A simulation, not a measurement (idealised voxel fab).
Proc. module: voxel wiring stack
This is section cut - it's 240 nm across, gridded in 5 nm square cells.
Cross-section = grid of square cells, listed top down in bands; band = one or more rows. Band: top height; bottom height; in nm. Then, left to right: material with width in nm, for each material. "everywhere": a single material spanning edge to edge. "blank": empty space. Heights from 0 (as-received wafer is one material below). Bottom band endless downward, as "0 and below". Read "30..40" as a graded width: first number on top, second number at the bottom, same change between each pair of neighbouring rows. "nothing was modified" (step): cross-section cells unchanged, all of them. So "Closed voids list" is basically the list of trapped voids: any empty space of 8 cells or more that can't reach the top through an opening. They're written width x height at distance, the distance being from the left edge, and it's all nm. Text after the settings on a step's line: the simulator's own remark on that step. The line of a step may include "overlay nm". On a step with a mask, this value is how far to the right of its planned place the mask lay. A negative value means the mask lay to the left.

**plan**
1 op RECEIVE | material Si
2 op CONFORMAL_DEP | material SiO2 | thk nm 15
3 op DIRECTIONAL_DEP | material TiN | thk nm 5
4 op DIRECTIONAL_DEP | material W | thk nm 20
5 op PATTERN | tone cover | mask id METAL_1 | material resist | width nm 25 | pitch nm 45 | thk nm 15 | overlay nm 0
6 op DIRECTIONAL_ETCH | etch materials W | depth nm 20
7 op DIRECTIONAL_ETCH | etch materials TiN | depth nm 5
8 op STRIP | etch materials resist
9 op FILL_DEP | material SiO2 | thk nm 10
10 op CMP | height nm 40
11 op CONFORMAL_DEP | material SiCN | thk nm 5
12 op DIRECTIONAL_DEP | material SiO2 | thk nm 25
13 op MASKED_ETCH | tone open | mask id METAL_2_HOLES | width nm 15 | pitch nm 90 | etch materials SiO2 | depth nm 25 | overlay nm 0
14 op PATTERN | tone open | mask id METAL_2 | material resist | width nm 25 | pitch nm 45 | thk nm 15 | overlay nm 0
15 op DIRECTIONAL_ETCH | etch materials SiO2 | depth nm 15
16 op DIRECTIONAL_ETCH | etch materials SiCN | depth nm 5
17 op STRIP | etch materials resist
18 op CONFORMAL_DEP | material TiN | thk nm 5
19 op FILL_DEP | material Cu | thk nm 10
20 op CMP | height nm 70
21 op CONFORMAL_DEP | material SiCN | thk nm 5
22 op DIRECTIONAL_DEP | material SiO2 | thk nm 35
23 op DIRECTIONAL_DEP | material aC | thk nm 15
24 op PATTERN | tone open | mask id METAL_3 | material resist | width nm 25 | pitch nm 45 | thk nm 35 | overlay nm 0
25 op DIRECTIONAL_ETCH | etch materials aC | depth nm 15
26 op STRIP | etch materials resist
27 op DIRECTIONAL_ETCH | etch materials SiO2 | depth nm 20
28 op STRIP | etch materials aC
29 op PATTERN | tone open | mask id METAL_3_HOLES | material resist | width nm 15 | pitch nm 90 | thk nm 20 | overlay nm 0
30 op DIRECTIONAL_ETCH | etch materials SiO2 | depth nm 15
31 op DIRECTIONAL_ETCH | etch materials SiCN | depth nm 5
32 op STRIP | etch materials resist
33 op CONFORMAL_DEP | material TiN | thk nm 5
34 op FILL_DEP | material Ru | thk nm 10
35 op CMP | height nm 110
36 op CONFORMAL_DEP | material SiCN | thk nm 5
37 op DIRECTIONAL_DEP | material SiO2 | thk nm 25
38 op DIRECTIONAL_DEP | material aC | thk nm 15
39 op PATTERN | tone open | mask id METAL_4 | material resist | width nm 25 | pitch nm 45 | thk nm 30 | overlay nm 0
40 op DIRECTIONAL_ETCH | etch materials aC | depth nm 15
41 op STRIP | etch materials resist
42 op DIRECTIONAL_ETCH | etch materials SiO2 | depth nm 15
43 op STRIP | etch materials aC
44 op PATTERN | tone open | mask id METAL_4_HOLES | material resist | width nm 15 | pitch nm 90 | thk nm 20 | overlay nm 0
45 op DIRECTIONAL_ETCH | etch materials SiO2 | depth nm 10
46 op DIRECTIONAL_ETCH | etch materials SiCN | depth nm 5
47 op STRIP | etch materials resist
48 op CONFORMAL_DEP | material TiN | thk nm 5
49 op FILL_DEP | material Cu | thk nm 10
50 op CMP | height nm 140
51 op CONFORMAL_DEP | material SiN | thk nm 5

**First of two wafers - as planned**

**So this is the incoming wafer in cross-section - it's already been through step 1**
- 0 and below: Si everywhere
- Closed voids list: none

**after step 2**
- 15 down to 0: SiO2 everywhere
- Everything below 0 is unchanged.

**after step 3**
- 20 down to 15: TiN everywhere
- Everything below 15 is unchanged.

**after step 4**
- 40 down to 20: W everywhere
- Everything below 20 is unchanged.

**after step 5**
- 55 down to 40: blank=60; resist=25; blank=20; resist=25; blank=20; resist=25; blank=65
- Everything below 40 is unchanged.

**after step 6**
- 55 down to 40: blank=60; resist=25; blank=20; resist=25; blank=20; resist=25; blank=65
- 40 down to 20: blank=60; W=25; blank=20; W=25; blank=20; W=25; blank=65
- Everything below 20 is unchanged.

**after step 7**
- 55 down to 40: blank=60; resist=25; blank=20; resist=25; blank=20; resist=25; blank=65
- 40 down to 20: blank=60; W=25; blank=20; W=25; blank=20; W=25; blank=65
- 20 down to 15: blank=60; TiN=25; blank=20; TiN=25; blank=20; TiN=25; blank=65
- Everything below 15 is unchanged.

**after step 8**
- 40 down to 20: blank=60; W=25; blank=20; W=25; blank=20; W=25; blank=65
- Everything below 20 is unchanged.

**after step 9**
- 50 down to 40: SiO2 everywhere
- 40 down to 20: SiO2=60; W=25; SiO2=20; W=25; SiO2=20; W=25; SiO2=65
- 20 down to 15: SiO2=60; TiN=25; SiO2=20; TiN=25; SiO2=20; TiN=25; SiO2=65
- Everything below 15 is unchanged.

**after step 10**
- 40 down to 20: SiO2=60; W=25; SiO2=20; W=25; SiO2=20; W=25; SiO2=65
- Everything below 20 is unchanged.

**after step 11**
- 45 down to 40: SiCN everywhere
- Everything below 40 is unchanged.

**after step 12**
- 70 down to 45: SiO2 everywhere
- Everything below 45 is unchanged.

**after step 13**
- 70 down to 45: SiO2=60; blank=15; SiO2=75; blank=15; SiO2=75
- Everything below 45 is unchanged.

**after step 14**
- 85 down to 70: resist=60; blank=25; resist=20; blank=25; resist=20; blank=25; resist=65
- Everything below 70 is unchanged.

**after step 15**
- 85 down to 70: resist=60; blank=25; resist=20; blank=25; resist=20; blank=25; resist=65
- 70 down to 55: SiO2=60; blank=25; SiO2=20; blank=25; SiO2=20; blank=25; SiO2=65
- Everything below 55 is unchanged.

**after step 16**
- 85 down to 70: resist=60; blank=25; resist=20; blank=25; resist=20; blank=25; resist=65
- 70 down to 55: SiO2=60; blank=25; SiO2=20; blank=25; SiO2=20; blank=25; SiO2=65
- 55 down to 45: SiO2=60; blank=15; SiO2=75; blank=15; SiO2=75
- 45 down to 40: SiCN=60; blank=15; SiCN=75; blank=15; SiCN=75
- Everything below 40 is unchanged.

**after step 17**
- 70 down to 55: SiO2=60; blank=25; SiO2=20; blank=25; SiO2=20; blank=25; SiO2=65
- Everything below 55 is unchanged.

**after step 18**
- 75 down to 70: TiN=65; blank=15; TiN=30; blank=15; TiN=30; blank=15; TiN=70
- 70 down to 60: SiO2=60; TiN=5; blank=15; TiN=5; SiO2=20; TiN=5; blank=15; TiN=5; SiO2=20; TiN=5; blank=15; TiN=5; SiO2=65
- 60 down to 55: SiO2=60; TiN=5; blank=5; TiN=15; SiO2=20; TiN=25; SiO2=20; TiN=5; blank=5; TiN=15; SiO2=65
- 55 down to 45: SiO2=60; TiN=5; blank=5; TiN=5; SiO2=75; TiN=5; blank=5; TiN=5; SiO2=75
- 45 down to 40: SiCN=60; TiN=15; SiCN=75; TiN=15; SiCN=75
- Everything below 40 is unchanged.

**after step 19**
- 85 down to 75: Cu everywhere
- 75 down to 70: TiN=65; Cu=15; TiN=30; Cu=15; TiN=30; Cu=15; TiN=70
- 70 down to 60: SiO2=60; TiN=5; Cu=15; TiN=5; SiO2=20; TiN=5; Cu=15; TiN=5; SiO2=20; TiN=5; Cu=15; TiN=5; SiO2=65
- 60 down to 55: SiO2=60; TiN=5; Cu=5; TiN=15; SiO2=20; TiN=25; SiO2=20; TiN=5; Cu=5; TiN=15; SiO2=65
- 55 down to 45: SiO2=60; TiN=5; Cu=5; TiN=5; SiO2=75; TiN=5; Cu=5; TiN=5; SiO2=75
- Everything below 45 is unchanged.

**after step 20**
- 70 down to 60: SiO2=60; TiN=5; Cu=15; TiN=5; SiO2=20; TiN=5; Cu=15; TiN=5; SiO2=20; TiN=5; Cu=15; TiN=5; SiO2=65
- Everything below 60 is unchanged.

**after step 21**
- 75 down to 70: SiCN everywhere
- Everything below 70 is unchanged.

**after step 22**
- 110 down to 75: SiO2 everywhere
- Everything below 75 is unchanged.

**after step 23**
- 125 down to 110: aC everywhere
- Everything below 110 is unchanged.

**after step 24**
- 160 down to 125: resist=60; blank=25; resist=20; blank=25; resist=20; blank=25; resist=65
- Everything below 125 is unchanged.

**after step 25**
- 145 down to 125: resist=60; blank=25; resist=20; blank=25; resist=20; blank=25; resist=65
- 125 down to 110: aC=60; blank=25; aC=20; blank=25; aC=20; blank=25; aC=65
- Everything below 110 is unchanged.

**after step 26**
- 125 down to 110: aC=60; blank=25; aC=20; blank=25; aC=20; blank=25; aC=65
- Everything below 110 is unchanged.

**after step 27**
- 125 down to 110: aC=60; blank=25; aC=20; blank=25; aC=20; blank=25; aC=65
- 110 down to 90: SiO2=60; blank=25; SiO2=20; blank=25; SiO2=20; blank=25; SiO2=65
- Everything below 90 is unchanged.

**after step 28**
- 110 down to 90: SiO2=60; blank=25; SiO2=20; blank=25; SiO2=20; blank=25; SiO2=65
- Everything below 90 is unchanged.

**after step 29**
- 130 down to 110: resist=60; blank=15; resist=75; blank=15; resist=75
- 110 down to 90: SiO2=60; blank=15; resist=10; SiO2=20; resist=25; SiO2=20; blank=15; resist=10; SiO2=65
- Everything below 90 is unchanged.

**after step 30**
- 130 down to 110: resist=60; blank=15; resist=75; blank=15; resist=75
- 110 down to 90: SiO2=60; blank=15; resist=10; SiO2=20; resist=25; SiO2=20; blank=15; resist=10; SiO2=65
- 90 down to 75: SiO2=60; blank=15; SiO2=75; blank=15; SiO2=75
- Everything below 75 is unchanged.

**after step 31**
- 130 down to 110: resist=60; blank=15; resist=75; blank=15; resist=75
- 110 down to 90: SiO2=60; blank=15; resist=10; SiO2=20; resist=25; SiO2=20; blank=15; resist=10; SiO2=65
- 90 down to 75: SiO2=60; blank=15; SiO2=75; blank=15; SiO2=75
- 75 down to 70: SiCN=60; blank=15; SiCN=75; blank=15; SiCN=75
- Everything below 70 is unchanged.

**after step 32**
- 110 down to 90: SiO2=60; blank=25; SiO2=20; blank=25; SiO2=20; blank=25; SiO2=65
- Everything below 90 is unchanged.

**after step 33**
- 115 down to 110: TiN=65; blank=15; TiN=30; blank=15; TiN=30; blank=15; TiN=70
- 110 down to 95: SiO2=60; TiN=5; blank=15; TiN=5; SiO2=20; TiN=5; blank=15; TiN=5; SiO2=20; TiN=5; blank=15; TiN=5; SiO2=65
- 95 down to 90: SiO2=60; TiN=5; blank=5; TiN=15; SiO2=20; TiN=25; SiO2=20; TiN=5; blank=5; TiN=15; SiO2=65
- 90 down to 75: SiO2=60; TiN=5; blank=5; TiN=5; SiO2=75; TiN=5; blank=5; TiN=5; SiO2=75
- 75 down to 70: SiCN=60; TiN=15; SiCN=75; TiN=15; SiCN=75
- Everything below 70 is unchanged.

**after step 34**
- 125 down to 115: Ru everywhere
- 115 down to 110: TiN=65; Ru=15; TiN=30; Ru=15; TiN=30; Ru=15; TiN=70
- 110 down to 95: SiO2=60; TiN=5; Ru=15; TiN=5; SiO2=20; TiN=5; Ru=15; TiN=5; SiO2=20; TiN=5; Ru=15; TiN=5; SiO2=65
- 95 down to 90: SiO2=60; TiN=5; Ru=5; TiN=15; SiO2=20; TiN=25; SiO2=20; TiN=5; Ru=5; TiN=15; SiO2=65
- 90 down to 75: SiO2=60; TiN=5; Ru=5; TiN=5; SiO2=75; TiN=5; Ru=5; TiN=5; SiO2=75
- Everything below 75 is unchanged.

**after step 35**
- 110 down to 95: SiO2=60; TiN=5; Ru=15; TiN=5; SiO2=20; TiN=5; Ru=15; TiN=5; SiO2=20; TiN=5; Ru=15; TiN=5; SiO2=65
- Everything below 95 is unchanged.

**after step 36**
- 115 down to 110: SiCN everywhere
- Everything below 110 is unchanged.

**after step 37**
- 140 down to 115: SiO2 everywhere
- Everything below 115 is unchanged.

**after step 38**
- 155 down to 140: aC everywhere
- Everything below 140 is unchanged.

**after step 39**
- 185 down to 155: resist=60; blank=25; resist=20; blank=25; resist=20; blank=25; resist=65
- Everything below 155 is unchanged.

**after step 40**
- 170 down to 155: resist=60; blank=25; resist=20; blank=25; resist=20; blank=25; resist=65
- 155 down to 140: aC=60; blank=25; aC=20; blank=25; aC=20; blank=25; aC=65
- Everything below 140 is unchanged.

**after step 41**
- 155 down to 140: aC=60; blank=25; aC=20; blank=25; aC=20; blank=25; aC=65
- Everything below 140 is unchanged.

**after step 42**
- 155 down to 140: aC=60; blank=25; aC=20; blank=25; aC=20; blank=25; aC=65
- 140 down to 125: SiO2=60; blank=25; SiO2=20; blank=25; SiO2=20; blank=25; SiO2=65
- Everything below 125 is unchanged.

**after step 43**
- 140 down to 125: SiO2=60; blank=25; SiO2=20; blank=25; SiO2=20; blank=25; SiO2=65
- Everything below 125 is unchanged.

**after step 44**
- 160 down to 140: resist=60; blank=15; resist=75; blank=15; resist=75
- 140 down to 125: SiO2=60; blank=15; resist=10; SiO2=20; resist=25; SiO2=20; blank=15; resist=10; SiO2=65
- Everything below 125 is unchanged.

**after step 45**
- 160 down to 140: resist=60; blank=15; resist=75; blank=15; resist=75
- 140 down to 125: SiO2=60; blank=15; resist=10; SiO2=20; resist=25; SiO2=20; blank=15; resist=10; SiO2=65
- 125 down to 115: SiO2=60; blank=15; SiO2=75; blank=15; SiO2=75
- Everything below 115 is unchanged.

**after step 46**
- 160 down to 140: resist=60; blank=15; resist=75; blank=15; resist=75
- 140 down to 125: SiO2=60; blank=15; resist=10; SiO2=20; resist=25; SiO2=20; blank=15; resist=10; SiO2=65
- 125 down to 115: SiO2=60; blank=15; SiO2=75; blank=15; SiO2=75
- 115 down to 110: SiCN=60; blank=15; SiCN=75; blank=15; SiCN=75
- Everything below 110 is unchanged.

**after step 47**
- 140 down to 125: SiO2=60; blank=25; SiO2=20; blank=25; SiO2=20; blank=25; SiO2=65
- Everything below 125 is unchanged.

**after step 48**
- 145 down to 140: TiN=65; blank=15; TiN=30; blank=15; TiN=30; blank=15; TiN=70
- 140 down to 130: SiO2=60; TiN=5; blank=15; TiN=5; SiO2=20; TiN=5; blank=15; TiN=5; SiO2=20; TiN=5; blank=15; TiN=5; SiO2=65
- 130 down to 125: SiO2=60; TiN=5; blank=5; TiN=15; SiO2=20; TiN=25; SiO2=20; TiN=5; blank=5; TiN=15; SiO2=65
- 125 down to 115: SiO2=60; TiN=5; blank=5; TiN=5; SiO2=75; TiN=5; blank=5; TiN=5; SiO2=75
- 115 down to 110: SiCN=60; TiN=15; SiCN=75; TiN=15; SiCN=75
- Everything below 110 is unchanged.

**after step 49**
- 155 down to 145: Cu everywhere
- 145 down to 140: TiN=65; Cu=15; TiN=30; Cu=15; TiN=30; Cu=15; TiN=70
- 140 down to 130: SiO2=60; TiN=5; Cu=15; TiN=5; SiO2=20; TiN=5; Cu=15; TiN=5; SiO2=20; TiN=5; Cu=15; TiN=5; SiO2=65
- 130 down to 125: SiO2=60; TiN=5; Cu=5; TiN=15; SiO2=20; TiN=25; SiO2=20; TiN=5; Cu=5; TiN=15; SiO2=65
- 125 down to 115: SiO2=60; TiN=5; Cu=5; TiN=5; SiO2=75; TiN=5; Cu=5; TiN=5; SiO2=75
- Everything below 115 is unchanged.

**after step 50**
- 140 down to 130: SiO2=60; TiN=5; Cu=15; TiN=5; SiO2=20; TiN=5; Cu=15; TiN=5; SiO2=20; TiN=5; Cu=15; TiN=5; SiO2=65
- Everything below 130 is unchanged.

**after step 51**
- 145 down to 140: SiN everywhere
- Everything below 140 is unchanged.

**The second wafer was prepared from the same starting point and under the same plan as the first; its processing contained one mistake, and it remains indistinguishable from the first wafer up to and including step 11**

**Cross-section of the second wafer corresponding to the planned conclusion of step 12**
- 95 down to 45: SiO2 everywhere
- Everything below 45 is unchanged.

**Cross-section of the second wafer corresponding to the planned conclusion of step 13**
- 95 down to 70: SiO2=60; blank=15; SiO2=75; blank=15; SiO2=75
- Everything below 70 is unchanged.

**Cross-section of the second wafer corresponding to the planned conclusion of step 14**
- 110 down to 95: resist=60; blank=25; resist=20; blank=25; resist=20; blank=25; resist=65
- Everything below 95 is unchanged.

**Cross-section of the second wafer corresponding to the planned conclusion of step 15**
- 110 down to 95: resist=60; blank=25; resist=20; blank=25; resist=20; blank=25; resist=65
- 95 down to 80: SiO2=60; blank=25; SiO2=20; blank=25; SiO2=20; blank=25; SiO2=65
- 80 down to 55: SiO2=60; blank=15; SiO2=75; blank=15; SiO2=75
- Everything below 55 is unchanged.

Cross-section of the second wafer corresponding to the planned conclusion of step 16: nothing was modified

**Cross-section of the second wafer corresponding to the planned conclusion of step 17**
- 95 down to 80: SiO2=60; blank=25; SiO2=20; blank=25; SiO2=20; blank=25; SiO2=65
- Everything below 80 is unchanged.

**Cross-section of the second wafer corresponding to the planned conclusion of step 18**
- 100 down to 95: TiN=65; blank=15; TiN=30; blank=15; TiN=30; blank=15; TiN=70
- 95 down to 85: SiO2=60; TiN=5; blank=15; TiN=5; SiO2=20; TiN=5; blank=15; TiN=5; SiO2=20; TiN=5; blank=15; TiN=5; SiO2=65
- 85 down to 80: SiO2=60; TiN=5; blank=5; TiN=15; SiO2=20; TiN=25; SiO2=20; TiN=5; blank=5; TiN=15; SiO2=65
- 80 down to 60: SiO2=60; TiN=5; blank=5; TiN=5; SiO2=75; TiN=5; blank=5; TiN=5; SiO2=75
- 60 down to 55: SiO2=60; TiN=15; SiO2=75; TiN=15; SiO2=75
- Everything below 55 is unchanged.

**Cross-section of the second wafer corresponding to the planned conclusion of step 19**
- 110 down to 100: Cu everywhere
- 100 down to 95: TiN=65; Cu=15; TiN=30; Cu=15; TiN=30; Cu=15; TiN=70
- 95 down to 85: SiO2=60; TiN=5; Cu=15; TiN=5; SiO2=20; TiN=5; Cu=15; TiN=5; SiO2=20; TiN=5; Cu=15; TiN=5; SiO2=65
- 85 down to 80: SiO2=60; TiN=5; Cu=5; TiN=15; SiO2=20; TiN=25; SiO2=20; TiN=5; Cu=5; TiN=15; SiO2=65
- 80 down to 60: SiO2=60; TiN=5; Cu=5; TiN=5; SiO2=75; TiN=5; Cu=5; TiN=5; SiO2=75
- Everything below 60 is unchanged.

**Cross-section of the second wafer corresponding to the planned conclusion of step 20**
- 70 down to 60: SiO2=60; TiN=5; Cu=5; TiN=5; SiO2=75; TiN=5; Cu=5; TiN=5; SiO2=75
- Everything below 60 is unchanged.

**Cross-section of the second wafer corresponding to the planned conclusion of step 21**
- 75 down to 70: SiCN everywhere
- Everything below 70 is unchanged.

**Cross-section of the second wafer corresponding to the planned conclusion of step 22**
- 110 down to 75: SiO2 everywhere
- Everything below 75 is unchanged.

**Cross-section of the second wafer corresponding to the planned conclusion of step 23**
- 125 down to 110: aC everywhere
- Everything below 110 is unchanged.

**Cross-section of the second wafer corresponding to the planned conclusion of step 24**
- 160 down to 125: resist=60; blank=25; resist=20; blank=25; resist=20; blank=25; resist=65
- Everything below 125 is unchanged.

**Cross-section of the second wafer corresponding to the planned conclusion of step 25**
- 145 down to 125: resist=60; blank=25; resist=20; blank=25; resist=20; blank=25; resist=65
- 125 down to 110: aC=60; blank=25; aC=20; blank=25; aC=20; blank=25; aC=65
- Everything below 110 is unchanged.

**Cross-section of the second wafer corresponding to the planned conclusion of step 26**
- 125 down to 110: aC=60; blank=25; aC=20; blank=25; aC=20; blank=25; aC=65
- Everything below 110 is unchanged.

**Cross-section of the second wafer corresponding to the planned conclusion of step 27**
- 125 down to 110: aC=60; blank=25; aC=20; blank=25; aC=20; blank=25; aC=65
- 110 down to 90: SiO2=60; blank=25; SiO2=20; blank=25; SiO2=20; blank=25; SiO2=65
- Everything below 90 is unchanged.

**Cross-section of the second wafer corresponding to the planned conclusion of step 28**
- 110 down to 90: SiO2=60; blank=25; SiO2=20; blank=25; SiO2=20; blank=25; SiO2=65
- Everything below 90 is unchanged.

**Cross-section of the second wafer corresponding to the planned conclusion of step 29**
- 130 down to 110: resist=60; blank=15; resist=75; blank=15; resist=75
- 110 down to 90: SiO2=60; blank=15; resist=10; SiO2=20; resist=25; SiO2=20; blank=15; resist=10; SiO2=65
- Everything below 90 is unchanged.

**Cross-section of the second wafer corresponding to the planned conclusion of step 30**
- 130 down to 110: resist=60; blank=15; resist=75; blank=15; resist=75
- 110 down to 90: SiO2=60; blank=15; resist=10; SiO2=20; resist=25; SiO2=20; blank=15; resist=10; SiO2=65
- 90 down to 75: SiO2=60; blank=15; SiO2=75; blank=15; SiO2=75
- Everything below 75 is unchanged.

**Cross-section of the second wafer corresponding to the planned conclusion of step 31**
- 130 down to 110: resist=60; blank=15; resist=75; blank=15; resist=75
- 110 down to 90: SiO2=60; blank=15; resist=10; SiO2=20; resist=25; SiO2=20; blank=15; resist=10; SiO2=65
- 90 down to 75: SiO2=60; blank=15; SiO2=75; blank=15; SiO2=75
- 75 down to 70: SiCN=60; blank=15; SiCN=75; blank=15; SiCN=75
- Everything below 70 is unchanged.

**Cross-section of the second wafer corresponding to the planned conclusion of step 32**
- 110 down to 90: SiO2=60; blank=25; SiO2=20; blank=25; SiO2=20; blank=25; SiO2=65
- Everything below 90 is unchanged.

**Cross-section of the second wafer corresponding to the planned conclusion of step 33**
- 115 down to 110: TiN=65; blank=15; TiN=30; blank=15; TiN=30; blank=15; TiN=70
- 110 down to 95: SiO2=60; TiN=5; blank=15; TiN=5; SiO2=20; TiN=5; blank=15; TiN=5; SiO2=20; TiN=5; blank=15; TiN=5; SiO2=65
- 95 down to 90: SiO2=60; TiN=5; blank=5; TiN=15; SiO2=20; TiN=25; SiO2=20; TiN=5; blank=5; TiN=15; SiO2=65
- 90 down to 75: SiO2=60; TiN=5; blank=5; TiN=5; SiO2=75; TiN=5; blank=5; TiN=5; SiO2=75
- 75 down to 70: SiCN=60; TiN=15; SiCN=75; TiN=15; SiCN=75
- Everything below 70 is unchanged.

**Cross-section of the second wafer corresponding to the planned conclusion of step 34**
- 125 down to 115: Ru everywhere
- 115 down to 110: TiN=65; Ru=15; TiN=30; Ru=15; TiN=30; Ru=15; TiN=70
- 110 down to 95: SiO2=60; TiN=5; Ru=15; TiN=5; SiO2=20; TiN=5; Ru=15; TiN=5; SiO2=20; TiN=5; Ru=15; TiN=5; SiO2=65
- 95 down to 90: SiO2=60; TiN=5; Ru=5; TiN=15; SiO2=20; TiN=25; SiO2=20; TiN=5; Ru=5; TiN=15; SiO2=65
- 90 down to 75: SiO2=60; TiN=5; Ru=5; TiN=5; SiO2=75; TiN=5; Ru=5; TiN=5; SiO2=75
- Everything below 75 is unchanged.

**Cross-section of the second wafer corresponding to the planned conclusion of step 35**
- 110 down to 95: SiO2=60; TiN=5; Ru=15; TiN=5; SiO2=20; TiN=5; Ru=15; TiN=5; SiO2=20; TiN=5; Ru=15; TiN=5; SiO2=65
- Everything below 95 is unchanged.

**Cross-section of the second wafer corresponding to the planned conclusion of step 36**
- 115 down to 110: SiCN everywhere
- Everything below 110 is unchanged.

**Cross-section of the second wafer corresponding to the planned conclusion of step 37**
- 140 down to 115: SiO2 everywhere
- Everything below 115 is unchanged.

**Cross-section of the second wafer corresponding to the planned conclusion of step 38**
- 155 down to 140: aC everywhere
- Everything below 140 is unchanged.

**Cross-section of the second wafer corresponding to the planned conclusion of step 39**
- 185 down to 155: resist=60; blank=25; resist=20; blank=25; resist=20; blank=25; resist=65
- Everything below 155 is unchanged.

**Cross-section of the second wafer corresponding to the planned conclusion of step 40**
- 170 down to 155: resist=60; blank=25; resist=20; blank=25; resist=20; blank=25; resist=65
- 155 down to 140: aC=60; blank=25; aC=20; blank=25; aC=20; blank=25; aC=65
- Everything below 140 is unchanged.

**Cross-section of the second wafer corresponding to the planned conclusion of step 41**
- 155 down to 140: aC=60; blank=25; aC=20; blank=25; aC=20; blank=25; aC=65
- Everything below 140 is unchanged.

**Cross-section of the second wafer corresponding to the planned conclusion of step 42**
- 155 down to 140: aC=60; blank=25; aC=20; blank=25; aC=20; blank=25; aC=65
- 140 down to 125: SiO2=60; blank=25; SiO2=20; blank=25; SiO2=20; blank=25; SiO2=65
- Everything below 125 is unchanged.

**Cross-section of the second wafer corresponding to the planned conclusion of step 43**
- 140 down to 125: SiO2=60; blank=25; SiO2=20; blank=25; SiO2=20; blank=25; SiO2=65
- Everything below 125 is unchanged.

**Cross-section of the second wafer corresponding to the planned conclusion of step 44**
- 160 down to 140: resist=60; blank=15; resist=75; blank=15; resist=75
- 140 down to 125: SiO2=60; blank=15; resist=10; SiO2=20; resist=25; SiO2=20; blank=15; resist=10; SiO2=65
- Everything below 125 is unchanged.

**Cross-section of the second wafer corresponding to the planned conclusion of step 45**
- 160 down to 140: resist=60; blank=15; resist=75; blank=15; resist=75
- 140 down to 125: SiO2=60; blank=15; resist=10; SiO2=20; resist=25; SiO2=20; blank=15; resist=10; SiO2=65
- 125 down to 115: SiO2=60; blank=15; SiO2=75; blank=15; SiO2=75
- Everything below 115 is unchanged.

**Cross-section of the second wafer corresponding to the planned conclusion of step 46**
- 160 down to 140: resist=60; blank=15; resist=75; blank=15; resist=75
- 140 down to 125: SiO2=60; blank=15; resist=10; SiO2=20; resist=25; SiO2=20; blank=15; resist=10; SiO2=65
- 125 down to 115: SiO2=60; blank=15; SiO2=75; blank=15; SiO2=75
- 115 down to 110: SiCN=60; blank=15; SiCN=75; blank=15; SiCN=75
- Everything below 110 is unchanged.

**Cross-section of the second wafer corresponding to the planned conclusion of step 47**
- 140 down to 125: SiO2=60; blank=25; SiO2=20; blank=25; SiO2=20; blank=25; SiO2=65
- Everything below 125 is unchanged.

**Cross-section of the second wafer corresponding to the planned conclusion of step 48**
- 145 down to 140: TiN=65; blank=15; TiN=30; blank=15; TiN=30; blank=15; TiN=70
- 140 down to 130: SiO2=60; TiN=5; blank=15; TiN=5; SiO2=20; TiN=5; blank=15; TiN=5; SiO2=20; TiN=5; blank=15; TiN=5; SiO2=65
- 130 down to 125: SiO2=60; TiN=5; blank=5; TiN=15; SiO2=20; TiN=25; SiO2=20; TiN=5; blank=5; TiN=15; SiO2=65
- 125 down to 115: SiO2=60; TiN=5; blank=5; TiN=5; SiO2=75; TiN=5; blank=5; TiN=5; SiO2=75
- 115 down to 110: SiCN=60; TiN=15; SiCN=75; TiN=15; SiCN=75
- Everything below 110 is unchanged.

**Cross-section of the second wafer corresponding to the planned conclusion of step 49**
- 155 down to 145: Cu everywhere
- 145 down to 140: TiN=65; Cu=15; TiN=30; Cu=15; TiN=30; Cu=15; TiN=70
- 140 down to 130: SiO2=60; TiN=5; Cu=15; TiN=5; SiO2=20; TiN=5; Cu=15; TiN=5; SiO2=20; TiN=5; Cu=15; TiN=5; SiO2=65
- 130 down to 125: SiO2=60; TiN=5; Cu=5; TiN=15; SiO2=20; TiN=25; SiO2=20; TiN=5; Cu=5; TiN=15; SiO2=65
- 125 down to 115: SiO2=60; TiN=5; Cu=5; TiN=5; SiO2=75; TiN=5; Cu=5; TiN=5; SiO2=75
- Everything below 115 is unchanged.

**Cross-section of the second wafer corresponding to the planned conclusion of step 50**
- 140 down to 130: SiO2=60; TiN=5; Cu=15; TiN=5; SiO2=20; TiN=5; Cu=15; TiN=5; SiO2=20; TiN=5; Cu=15; TiN=5; SiO2=65
- Everything below 130 is unchanged.

**Cross-section of the second wafer corresponding to the planned conclusion of step 51**
- 145 down to 140: SiN everywhere
- Everything below 140 is unchanged.
What went wrong in running the wafer? the plan had its step 12 run twice
The final cell counts differ between the wafers, with the second having more or fewer of some materials than the first: Cu -20, SiCN +6, SiO2 +39, TiN -25
